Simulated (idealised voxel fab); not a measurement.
The name of this process module is voxel local oxidation.
The cross-section shown here is cut; it is 265 nm wide and divided into square cells measuring 5 nm on a side.
Just so we're on the same page, the cross-sections are grids of square cells, and they're listed out in bands top to bottom, each band one or more rows deep. In this notation a band is specified by the heights of its top and bottom, in that order and in nm, after which its materials appear from left to right, each paired with its width in nm. The word "full width" attached to a single material means that material fills the band from edge to edge; the word "air" stands for empty space. Below 0: as-received wafer, all one material; heights counted from there. Lowest band: no bottom, goes on down, written "0 nm and below". So if you see something like "30->40" for the width, read it as the top row of the band sitting at the first number and the bottom row at the second, with every row in between moving by the same amount as the last. It should be understood that the words "nothing altered", when stated for a given step, signify that the cross-section underwent no change in any of its cells during that step. Closed empty spaces (no open way to the top) of 8 cells or more are what "Closed void entries" lists, each as width x height at distance from the left edge, nm for all three. Where a step's line continues beyond its settings, the continuation is a remark by the simulator itself on that step. "overlay nm" on a masked step: distance the mask lay right of its planned place, negative for left.
List of planned process steps
1: RECEIVE,material Si
2: OXIDIZE,depth nm 5
3: CONFORMAL_DEP,material SiN,thk nm 15
4: MASKED_ETCH,tone cover,mask id ACTIVE,width nm 105,pitch nm 125,etch materials SiN,depth nm 15,overlay nm 0
5: SELECTIVE_ETCH,etch materials SiO2,depth nm 5
6: OXIDIZE,depth nm 15
7: STRIP,etch materials SiN
First of the two wafers, run per plan
Shown in cross-section is the wafer as received, that is, as it stands after step 1
> 0 nm and below | Si full width
> Closed void entries: none
Cross-sectional representation of the wafer at the conclusion of step 2
> 0 nm to -5 nm | SiO2 full width
> Nothing below the height -5 has changed.
Cross-sectional representation of the wafer at the conclusion of step 3
> 15 nm to 0 nm | SiN full width
> Nothing below the height 0 has changed.
Cross-sectional representation of the wafer at the conclusion of step 4
> 15 nm to 0 nm | 15 nm air; 105 nm SiN; 20 nm air; 105 nm SiN; 20 nm air
> Nothing below the height 0 has changed.
Cross-sectional representation of the wafer at the conclusion of step 5
> 15 nm to 0 nm | 15 nm air; 105 nm SiN; 20 nm air; 105 nm SiN; 20 nm air
> 0 nm to -5 nm | 20 nm air; 95 nm SiO2; 30 nm air; 95 nm SiO2; 25 nm air
> Nothing below the height -5 has changed.
Cross-sectional representation of the wafer at the conclusion of step 6
> 15 nm to 0 nm | 15 nm air; 105 nm SiN; 20 nm air; 105 nm SiN; 20 nm air
> 0 nm to -5 nm | 20 nm air; 95 nm SiO2; 30 nm air; 95 nm SiO2; 25 nm air
> -5 nm to -20 nm | 35 nm SiO2; 65 nm Si; 60 nm SiO2; 65 nm Si; 40 nm SiO2
> Nothing below the height -20 has changed.
Cross-sectional representation of the wafer at the conclusion of step 7
> 0 nm to -5 nm | 20 nm air; 95 nm SiO2; 30 nm air; 95 nm SiO2; 25 nm air
> Nothing below the height -5 has changed.
Second wafer: same start and same plan as the first, one execution error; identical to the first through step 2
Second wafer shown in cross-section at the time step 3 was slated to end
> 15 nm to -5 nm | SiO2 full width
> Nothing below the height -5 has changed.
Second wafer shown in cross-section at the time step 4 was slated to end: nothing altered
Second wafer shown in cross-section at the time step 5 was slated to end
> 10 nm to -5 nm | SiO2 full width
> Nothing below the height -5 has changed.
Second wafer shown in cross-section at the time step 6 was slated to end: nothing altered
Second wafer shown in cross-section at the time step 7 was slated to end: nothing altered
Deviation from plan: step 3 was processed under conditions differing from the plan, specifically as CONFORMAL_DEP,material SiO2,thk nm 15
Wrapping up, a cell-based count of both wafers puts the second over or under the first for these materials: Si +81, SiO2 +40
